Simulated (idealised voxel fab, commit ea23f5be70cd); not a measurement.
Process module heading - voxel wiring stack
Cross-section cut: width 230 nm, square cells of 5 nm.
Cross-section, as written here: a square-cell grid given band by band from the top down, where a band holds one or more rows of cells.
Look at the band entry: it leads with the top's height and the bottom's height in nm. Then it lists the materials left to right, with a width in nm for each. The word "everywhere" on a single material says that material fills the band edge to edge. The word "empty" is empty space.
Heights are expressed relative to 0, this being the level below which the as-received wafer comprises one material exclusively. The lowest band is unbounded in the downward direction and is denoted as in "0 -> down".
It should be noted that a width expressed as "30..40" varies in equal increments from row to row of cells within the band, taking the value of the first number at the top row and that of the second number at the bottom row.
You'll sometimes find "same as before" written for a step, and that's the way of saying that nowhere in the cross-section did a cell change during that step.
"Fully closed voids" specifies each empty space that is not open to the top and that occupies no fewer than 8 cells, using the form width x height at distance, the distance measured from the left edge and all three quantities in nm.
Where a step's line continues beyond its settings, the continuation is a remark by the simulator itself on that step.
"overlay nm", when on a step's line for a step with a mask, measures how far to the right of its planned place the mask lay; a negative measure means to the left.
### The planned process steps are enumerated hereunder
1. RECEIVE,material Si
2. CONFORMAL_DEP,material SiO2,thk nm 10
3. DIRECTIONAL_DEP,material TiN,thk nm 5
4. DIRECTIONAL_DEP,material W,thk nm 20
5. DIRECTIONAL_DEP,material aC,thk nm 15
6. PATTERN,tone cover,mask id METAL_1,material resist,width nm 30,pitch nm 50,thk nm 35,overlay nm 0
7. DIRECTIONAL_ETCH,etch materials aC,depth nm 15
8. STRIP,etch materials resist
9. DIRECTIONAL_ETCH,etch materials W,depth nm 20
10. DIRECTIONAL_ETCH,etch materials TiN,depth nm 5
11. STRIP,etch materials aC
12. FILL_DEP,material SiO2,thk nm 5
13. CMP,height nm 35
14. CONFORMAL_DEP,material SiCN,thk nm 5
15. DIRECTIONAL_DEP,material SiO2,thk nm 25
16. DIRECTIONAL_DEP,material aC,thk nm 15
17. PATTERN,tone open,mask id METAL_2,material resist,width nm 30,pitch nm 50,thk nm 35,overlay nm 0
18. DIRECTIONAL_ETCH,etch materials aC,depth nm 15
19. STRIP,etch materials resist
20. DIRECTIONAL_ETCH,etch materials SiO2,depth nm 15
21. STRIP,etch materials aC
22. PATTERN,tone open,mask id METAL_2_HOLES,material resist,width nm 15,pitch nm 50,thk nm 20,overlay nm 0
23. DIRECTIONAL_ETCH,etch materials SiO2,depth nm 10
24. DIRECTIONAL_ETCH,etch materials SiCN,depth nm 5
25. STRIP,etch materials resist
26. CONFORMAL_DEP,material TiN,thk nm 5
27. FILL_DEP,material Cu,thk nm 5
28. CMP,height nm 65
29. CONFORMAL_DEP,material SiCN,thk nm 5
30. DIRECTIONAL_DEP,material SiO2,thk nm 30
31. DIRECTIONAL_DEP,material aC,thk nm 10
32. PATTERN,tone open,mask id METAL_3_HOLES,material resist,width nm 15,pitch nm 50,thk nm 30,overlay nm 0
33. DIRECTIONAL_ETCH,etch materials aC,depth nm 10
34. STRIP,etch materials resist
35. DIRECTIONAL_ETCH,etch materials SiO2,depth nm 30
36. STRIP,etch materials aC
37. DIRECTIONAL_DEP,material aC,thk nm 15
38. PATTERN,tone open,mask id METAL_3,material resist,width nm 30,pitch nm 50,thk nm 35,overlay nm 0
39. DIRECTIONAL_ETCH,etch materials aC,depth nm 15
40. STRIP,etch materials resist
41. DIRECTIONAL_ETCH,etch materials SiO2,depth nm 20
42. DIRECTIONAL_ETCH,etch materials SiCN,depth nm 5
43. STRIP,etch materials aC
44. CONFORMAL_DEP,material TiN,thk nm 5
45. FILL_DEP,material Cu,thk nm 10
46. CMP,height nm 100
47. CONFORMAL_DEP,material SiN,thk nm 5
### The following pertains to the first of two wafers, which was processed as planned
### Shown in cross-section is the wafer as received, that is, as it stands after step 1
0 -> down  Si everywhere
Fully closed voids: none
### Cross-section of the wafer after step 2
10 -> 0  SiO2 everywhere
Unchanged below 0.
### Cross-section of the wafer after step 3
15 -> 10  TiN everywhere
Unchanged below 10.
### Cross-section of the wafer after step 4
35 -> 15  W everywhere
Unchanged below 15.
### Cross-section of the wafer after step 5
50 -> 35  aC everywhere
Unchanged below 35.
### Cross-section of the wafer after step 6
85 -> 50  empty 75, resist 30, empty 20, resist 30, empty 75
Unchanged below 50.
### Cross-section of the wafer after step 7
70 -> 50  empty 75, resist 30, empty 20, resist 30, empty 75
50 -> 35  empty 75, aC 30, empty 20, aC 30, empty 75
Unchanged below 35.
### Cross-section of the wafer after step 8
50 -> 35  empty 75, aC 30, empty 20, aC 30, empty 75
Unchanged below 35.
### Cross-section of the wafer after step 9
50 -> 35  empty 75, aC 30, empty 20, aC 30, empty 75
35 -> 15  empty 75, W 30, empty 20, W 30, empty 75
Unchanged below 15.
### Cross-section of the wafer after step 10
50 -> 35  empty 75, aC 30, empty 20, aC 30, empty 75
35 -> 15  empty 75, W 30, empty 20, W 30, empty 75
15 -> 10  empty 75, TiN 30, empty 20, TiN 30, empty 75
Unchanged below 10.
### Cross-section of the wafer after step 11
35 -> 15  empty 75, W 30, empty 20, W 30, empty 75
Unchanged below 15.
### Cross-section of the wafer after step 12
40 -> 35  SiO2 everywhere
35 -> 15  SiO2 75, W 30, SiO2 20, W 30, SiO2 75
15 -> 10  SiO2 75, TiN 30, SiO2 20, TiN 30, SiO2 75
Unchanged below 10.
### Cross-section of the wafer after step 13
35 -> 15  SiO2 75, W 30, SiO2 20, W 30, SiO2 75
Unchanged below 15.
### Cross-section of the wafer after step 14
40 -> 35  SiCN everywhere
Unchanged below 35.
### Cross-section of the wafer after step 15
65 -> 40  SiO2 everywhere
Unchanged below 40.
### Cross-section of the wafer after step 16
80 -> 65  aC everywhere
Unchanged below 65.
### Cross-section of the wafer after step 17
115 -> 80  resist 75, empty 30, resist 20, empty 30, resist 75
Unchanged below 80.
### Cross-section of the wafer after step 18
100 -> 80  resist 75, empty 30, resist 20, empty 30, resist 75
80 -> 65  aC 75, empty 30, aC 20, empty 30, aC 75
Unchanged below 65.
### Cross-section of the wafer after step 19
80 -> 65  aC 75, empty 30, aC 20, empty 30, aC 75
Unchanged below 65.
### Cross-section of the wafer after step 20
80 -> 65  aC 75, empty 30, aC 20, empty 30, aC 75
65 -> 50  SiO2 75, empty 30, SiO2 20, empty 30, SiO2 75
Unchanged below 50.
### Cross-section of the wafer after step 21
65 -> 50  SiO2 75, empty 30, SiO2 20, empty 30, SiO2 75
Unchanged below 50.
### Cross-section of the wafer after step 22
85 -> 65  resist 75, empty 15, resist 35, empty 15, resist 90
65 -> 50  SiO2 75, empty 15, resist 15, SiO2 20, empty 15, resist 15, SiO2 75
Unchanged below 50.
### Cross-section of the wafer after step 23
85 -> 65  resist 75, empty 15, resist 35, empty 15, resist 90
65 -> 50  SiO2 75, empty 15, resist 15, SiO2 20, empty 15, resist 15, SiO2 75
50 -> 40  SiO2 75, empty 15, SiO2 35, empty 15, SiO2 90
Unchanged below 40.
### Cross-section of the wafer after step 24
85 -> 65  resist 75, empty 15, resist 35, empty 15, resist 90
65 -> 50  SiO2 75, empty 15, resist 15, SiO2 20, empty 15, resist 15, SiO2 75
50 -> 40  SiO2 75, empty 15, SiO2 35, empty 15, SiO2 90
40 -> 35  SiCN 75, empty 15, SiCN 35, empty 15, SiCN 90
Unchanged below 35.
### Cross-section of the wafer after step 25
65 -> 50  SiO2 75, empty 30, SiO2 20, empty 30, SiO2 75
Unchanged below 50.
### Cross-section of the wafer after step 26
70 -> 65  TiN 80, empty 20, TiN 30, empty 20, TiN 80
65 -> 55  SiO2 75, TiN 5, empty 20, TiN 5, SiO2 20, TiN 5, empty 20, TiN 5, SiO2 75
55 -> 50  SiO2 75, TiN 5, empty 5, TiN 20, SiO2 20, TiN 5, empty 5, TiN 20, SiO2 75
50 -> 40  SiO2 75, TiN 5, empty 5, TiN 5, SiO2 35, TiN 5, empty 5, TiN 5, SiO2 90
40 -> 35  SiCN 75, TiN 15, SiCN 35, TiN 15, SiCN 90
Unchanged below 35.
### Cross-section of the wafer after step 27
75 -> 70  Cu everywhere
70 -> 65  TiN 80, Cu 20, TiN 30, Cu 20, TiN 80
65 -> 55  SiO2 75, TiN 5, Cu 20, TiN 5, SiO2 20, TiN 5, Cu 20, TiN 5, SiO2 75
55 -> 50  SiO2 75, TiN 5, Cu 5, TiN 20, SiO2 20, TiN 5, Cu 5, TiN 20, SiO2 75
50 -> 40  SiO2 75, TiN 5, Cu 5, TiN 5, SiO2 35, TiN 5, Cu 5, TiN 5, SiO2 90
Unchanged below 40.
### Cross-section of the wafer after step 28
65 -> 55  SiO2 75, TiN 5, Cu 20, TiN 5, SiO2 20, TiN 5, Cu 20, TiN 5, SiO2 75
Unchanged below 55.
### Cross-section of the wafer after step 29
70 -> 65  SiCN everywhere
Unchanged below 65.
### Cross-section of the wafer after step 30
100 -> 70  SiO2 everywhere
Unchanged below 70.
### Cross-section of the wafer after step 31
110 -> 100  aC everywhere
Unchanged below 100.
### Cross-section of the wafer after step 32
140 -> 110  resist 75, empty 15, resist 35, empty 15, resist 90
Unchanged below 110.
### Cross-section of the wafer after step 33
130 -> 110  resist 75, empty 15, resist 35, empty 15, resist 90
110 -> 100  aC 75, empty 15, aC 35, empty 15, aC 90
Unchanged below 100.
### Cross-section of the wafer after step 34
110 -> 100  aC 75, empty 15, aC 35, empty 15, aC 90
Unchanged below 100.
### Cross-section of the wafer after step 35
110 -> 100  aC 75, empty 15, aC 35, empty 15, aC 90
100 -> 70  SiO2 75, empty 15, SiO2 35, empty 15, SiO2 90
Unchanged below 70.
### Cross-section of the wafer after step 36
100 -> 70  SiO2 75, empty 15, SiO2 35, empty 15, SiO2 90
Unchanged below 70.
### Cross-section of the wafer after step 37
115 -> 100  aC 75, empty 15, aC 35, empty 15, aC 90
100 -> 85  SiO2 75, empty 15, SiO2 35, empty 15, SiO2 90
85 -> 70  SiO2 75, aC 15, SiO2 35, aC 15, SiO2 90
Unchanged below 70.
### Cross-section of the wafer after step 38
150 -> 115  resist 75, empty 30, resist 20, empty 30, resist 75
Unchanged below 115.
### Cross-section of the wafer after step 39
135 -> 115  resist 75, empty 30, resist 20, empty 30, resist 75
115 -> 100  aC 75, empty 30, aC 20, empty 30, aC 75
100 -> 70  SiO2 75, empty 15, SiO2 35, empty 15, SiO2 90
Unchanged below 70.
### Cross-section of the wafer after step 40
115 -> 100  aC 75, empty 30, aC 20, empty 30, aC 75
Unchanged below 100.
### Cross-section of the wafer after step 41
115 -> 100  aC 75, empty 30, aC 20, empty 30, aC 75
100 -> 80  SiO2 75, empty 30, SiO2 20, empty 30, SiO2 75
Unchanged below 80.
### Cross-section of the wafer after step 42
115 -> 100  aC 75, empty 30, aC 20, empty 30, aC 75
100 -> 80  SiO2 75, empty 30, SiO2 20, empty 30, SiO2 75
80 -> 70  SiO2 75, empty 15, SiO2 35, empty 15, SiO2 90
70 -> 65  SiCN 75, empty 15, SiCN 35, empty 15, SiCN 90
Unchanged below 65.
### Cross-section of the wafer after step 43
100 -> 80  SiO2 75, empty 30, SiO2 20, empty 30, SiO2 75
Unchanged below 80.
### Cross-section of the wafer after step 44
105 -> 100  TiN 80, empty 20, TiN 30, empty 20, TiN 80
100 -> 85  SiO2 75, TiN 5, empty 20, TiN 5, SiO2 20, TiN 5, empty 20, TiN 5, SiO2 75
85 -> 80  SiO2 75, TiN 5, empty 5, TiN 20, SiO2 20, TiN 5, empty 5, TiN 20, SiO2 75
80 -> 70  SiO2 75, TiN 5, empty 5, TiN 5, SiO2 35, TiN 5, empty 5, TiN 5, SiO2 90
70 -> 65  SiCN 75, TiN 15, SiCN 35, TiN 15, SiCN 90
Unchanged below 65.
### Cross-section of the wafer after step 45
115 -> 105  Cu everywhere
105 -> 100  TiN 80, Cu 20, TiN 30, Cu 20, TiN 80
100 -> 85  SiO2 75, TiN 5, Cu 20, TiN 5, SiO2 20, TiN 5, Cu 20, TiN 5, SiO2 75
85 -> 80  SiO2 75, TiN 5, Cu 5, TiN 20, SiO2 20, TiN 5, Cu 5, TiN 20, SiO2 75
80 -> 70  SiO2 75, TiN 5, Cu 5, TiN 5, SiO2 35, TiN 5, Cu 5, TiN 5, SiO2 90
Unchanged below 70.
### Cross-section of the wafer after step 46
100 -> 85  SiO2 75, TiN 5, Cu 20, TiN 5, SiO2 20, TiN 5, Cu 20, TiN 5, SiO2 75
Unchanged below 85.
### Cross-section of the wafer after step 47
105 -> 100  SiN everywhere
Unchanged below 100.
### Wafer two of two - same starting point, same process plan, one mistake in execution; matches wafer one up to and including step 29
### Cross-sectional representation of the second wafer at the time designated in the plan for the completion of step 30
130 -> 70  SiO2 everywhere
Unchanged below 70.
### Cross-sectional representation of the second wafer at the time designated in the plan for the completion of step 31
140 -> 130  aC everywhere
Unchanged below 130.
### Cross-sectional representation of the second wafer at the time designated in the plan for the completion of step 32
170 -> 140  resist 75, empty 15, resist 35, empty 15, resist 90
Unchanged below 140.
### Cross-sectional representation of the second wafer at the time designated in the plan for the completion of step 33
160 -> 140  resist 75, empty 15, resist 35, empty 15, resist 90
140 -> 130  aC 75, empty 15, aC 35, empty 15, aC 90
Unchanged below 130.
### Cross-sectional representation of the second wafer at the time designated in the plan for the completion of step 34
140 -> 130  aC 75, empty 15, aC 35, empty 15, aC 90
Unchanged below 130.
### Cross-sectional representation of the second wafer at the time designated in the plan for the completion of step 35
140 -> 130  aC 75, empty 15, aC 35, empty 15, aC 90
130 -> 100  SiO2 75, empty 15, SiO2 35, empty 15, SiO2 90
Unchanged below 100.
### Cross-sectional representation of the second wafer at the time designated in the plan for the completion of step 36
130 -> 100  SiO2 75, empty 15, SiO2 35, empty 15, SiO2 90
Unchanged below 100.
### Cross-sectional representation of the second wafer at the time designated in the plan for the completion of step 37
145 -> 130  aC 75, empty 15, aC 35, empty 15, aC 90
130 -> 115  SiO2 75, empty 15, SiO2 35, empty 15, SiO2 90
115 -> 100  SiO2 75, aC 15, SiO2 35, aC 15, SiO2 90
Unchanged below 100.
### Cross-sectional representation of the second wafer at the time designated in the plan for the completion of step 38
180 -> 145  resist 75, empty 30, resist 20, empty 30, resist 75
Unchanged below 145.
### Cross-sectional representation of the second wafer at the time designated in the plan for the completion of step 39
165 -> 145  resist 75, empty 30, resist 20, empty 30, resist 75
145 -> 130  aC 75, empty 30, aC 20, empty 30, aC 75
130 -> 100  SiO2 75, empty 15, SiO2 35, empty 15, SiO2 90
Unchanged below 100.
### Cross-sectional representation of the second wafer at the time designated in the plan for the completion of step 40
145 -> 130  aC 75, empty 30, aC 20, empty 30, aC 75
Unchanged below 130.
### Cross-sectional representation of the second wafer at the time designated in the plan for the completion of step 41
145 -> 130  aC 75, empty 30, aC 20, empty 30, aC 75
130 -> 110  SiO2 75, empty 30, SiO2 20, empty 30, SiO2 75
110 -> 80  SiO2 75, empty 15, SiO2 35, empty 15, SiO2 90
Unchanged below 80.
Cross-sectional representation of the second wafer at the time designated in the plan for the completion of step 42: same as before
### Cross-sectional representation of the second wafer at the time designated in the plan for the completion of step 43
130 -> 110  SiO2 75, empty 30, SiO2 20, empty 30, SiO2 75
Unchanged below 110.
### Cross-sectional representation of the second wafer at the time designated in the plan for the completion of step 44
135 -> 130  TiN 80, empty 20, TiN 30, empty 20, TiN 80
130 -> 115  SiO2 75, TiN 5, empty 20, TiN 5, SiO2 20, TiN 5, empty 20, TiN 5, SiO2 75
115 -> 110  SiO2 75, TiN 5, empty 5, TiN 20, SiO2 20, TiN 5, empty 5, TiN 20, SiO2 75
110 -> 85  SiO2 75, TiN 5, empty 5, TiN 5, SiO2 35, TiN 5, empty 5, TiN 5, SiO2 90
85 -> 80  SiO2 75, TiN 15, SiO2 35, TiN 15, SiO2 90
Unchanged below 80.
### Cross-sectional representation of the second wafer at the time designated in the plan for the completion of step 45
145 -> 135  Cu everywhere
135 -> 130  TiN 80, Cu 20, TiN 30, Cu 20, TiN 80
130 -> 115  SiO2 75, TiN 5, Cu 20, TiN 5, SiO2 20, TiN 5, Cu 20, TiN 5, SiO2 75
115 -> 110  SiO2 75, TiN 5, Cu 5, TiN 20, SiO2 20, TiN 5, Cu 5, TiN 20, SiO2 75
110 -> 85  SiO2 75, TiN 5, Cu 5, TiN 5, SiO2 35, TiN 5, Cu 5, TiN 5, SiO2 90
Unchanged below 85.
### Cross-sectional representation of the second wafer at the time designated in the plan for the completion of step 46
100 -> 85  SiO2 75, TiN 5, Cu 5, TiN 5, SiO2 35, TiN 5, Cu 5, TiN 5, SiO2 90
Unchanged below 85.
### Cross-sectional representation of the second wafer at the time designated in the plan for the completion of step 47
105 -> 100  SiN everywhere
Unchanged below 100.
Deviation noted in wafer processing: twice, step 30 of the plan was run
At the finish, the second wafer shows more or fewer cells for some materials than the first does: Cu: 24 fewer, SiCN: 6 more, SiO2: 36 more, TiN: 18 fewer
